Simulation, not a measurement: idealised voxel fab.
process module | voxel capacitor over wiring
cross-section cut | 225 nm wide | cells 5 nm
A cross-section is a grid of square cells, given in bands from the top down. A band is one or more rows of cells.
Each band's line starts with the height of the band's top and of its bottom, in nm. Then come its materials from left to right, each with its width in nm. One material with "throughout" fills the band from edge to edge. "air" is empty space.
Height 0 is the level under which the wafer as received is all one material. The lowest band goes on downwards, as in "0 down".
A width such as "30 to 40" changes by the same amount from each row of cells to the next, from the band's top row to its bottom row.
"no change" after a step means that no cell of the cross-section changed.
closed voids: empty space of 8 cells or more with no open way to the top, each as width x height at its distance from the left edge, in nm
after a step's settings: what the simulator itself notes on the step
overlay nm, on a step with a mask: how far to the right of its planned place the mask lay; to the left if negative
plan
1 op RECEIVE | material Si
2 op CONFORMAL_DEP | material SiO2 | thk nm 10
3 op DIRECTIONAL_DEP | material TiN | thk nm 5
4 op DIRECTIONAL_DEP | material Ru | thk nm 20
5 op PATTERN | tone cover | mask id METAL_1 | material resist | width nm 20 | pitch nm 80 | thk nm 15 | overlay nm 0
6 op DIRECTIONAL_ETCH | etch materials Ru | depth nm 20
7 op DIRECTIONAL_ETCH | etch materials TiN | depth nm 5
8 op STRIP | etch materials resist
9 op FILL_DEP | material lowk | thk nm 10
10 op CMP | height nm 35
11 op CONFORMAL_DEP | material SiCN | thk nm 5
12 op DIRECTIONAL_DEP | material lowk | thk nm 20
13 op DIRECTIONAL_DEP | material aC | thk nm 15
14 op PATTERN | tone open | mask id PLUG_1 | material resist | width nm 15 | thk nm 35 | overlay nm 0
15 op DIRECTIONAL_ETCH | etch materials aC | depth nm 15
16 op STRIP | etch materials resist
17 op DIRECTIONAL_ETCH | etch materials lowk | depth nm 20
18 op DIRECTIONAL_ETCH | etch materials SiCN | depth nm 5
19 op STRIP | etch materials aC
20 op CONFORMAL_DEP | material TiN | thk nm 5
21 op FILL_DEP | material W | thk nm 10
22 op CMP | height nm 60
23 op DIRECTIONAL_DEP | material TiN | thk nm 5
24 op DIRECTIONAL_DEP | material Al2O3 | thk nm 5
25 op DIRECTIONAL_DEP | material TiN | thk nm 5
26 op MASKED_ETCH | tone cover | mask id UPPER_PLATE | width nm 65 | etch materials TiN | depth nm 5 | overlay nm 0
27 op MASKED_ETCH | tone cover | mask id UPPER_PLATE | width nm 65 | etch materials Al2O3 | depth nm 5 | overlay nm 0
28 op DIRECTIONAL_DEP | material aC | thk nm 15
29 op PATTERN | tone cover | mask id LOWER_PLATE | material resist | width nm 75 | thk nm 30 | overlay nm 0
30 op DIRECTIONAL_ETCH | etch materials aC | depth nm 5
31 op STRIP | etch materials resist
32 op DIRECTIONAL_ETCH | etch materials TiN | depth nm 5
33 op STRIP | etch materials aC
34 op FILL_DEP | material SiO2 | thk nm 20
35 op CMP | height nm 90
36 op DIRECTIONAL_DEP | material aC | thk nm 10
37 op PATTERN | tone open | mask id PLUG_2 | material resist | width nm 15 | thk nm 30 | overlay nm 0
38 op DIRECTIONAL_ETCH | etch materials aC | depth nm 10
39 op STRIP | etch materials resist
40 op DIRECTIONAL_ETCH | etch materials SiO2 | depth nm 15
41 op STRIP | etch materials aC
42 op CONFORMAL_DEP | material TiN | thk nm 5
43 op FILL_DEP | material Cu | thk nm 5
44 op CMP | height nm 90
45 op CONFORMAL_DEP | material SiCN | thk nm 5
varied across the wafers: depth nm of step 30. The plan shows the first wafer's value. All wafers start alike
first wafer as received, after step 1
  0 down: Si throughout
  closed voids: none
each wafer at the end: cells of each material gained (+) or lost (-) since it was received, then its closed voids
depth nm 5 | +13 Al2O3 | +2 Cu | +32 Ru | +87 SiCN | +280 SiO2 | +84 TiN | +4 W | +353 lowk | closed voids: none
depth nm 10 | +13 Al2O3 | +2 Cu | +32 Ru | +87 SiCN | +280 SiO2 | +84 TiN | +4 W | +353 lowk | closed voids: none
depth nm 15 | +13 Al2O3 | +2 Cu | +32 Ru | +87 SiCN | +310 SiO2 | +54 TiN | +4 W | +353 lowk | closed voids: none
depth nm 20 | +13 Al2O3 | +2 Cu | +32 Ru | +87 SiCN | +310 SiO2 | +54 TiN | +4 W | +353 lowk | closed voids: none
depth nm 25 | +13 Al2O3 | +2 Cu | +32 Ru | +87 SiCN | +310 SiO2 | +54 TiN | +4 W | +353 lowk | closed voids: none
depth nm 30 | +13 Al2O3 | +2 Cu | +32 Ru | +87 SiCN | +310 SiO2 | +54 TiN | +4 W | +353 lowk | closed voids: none
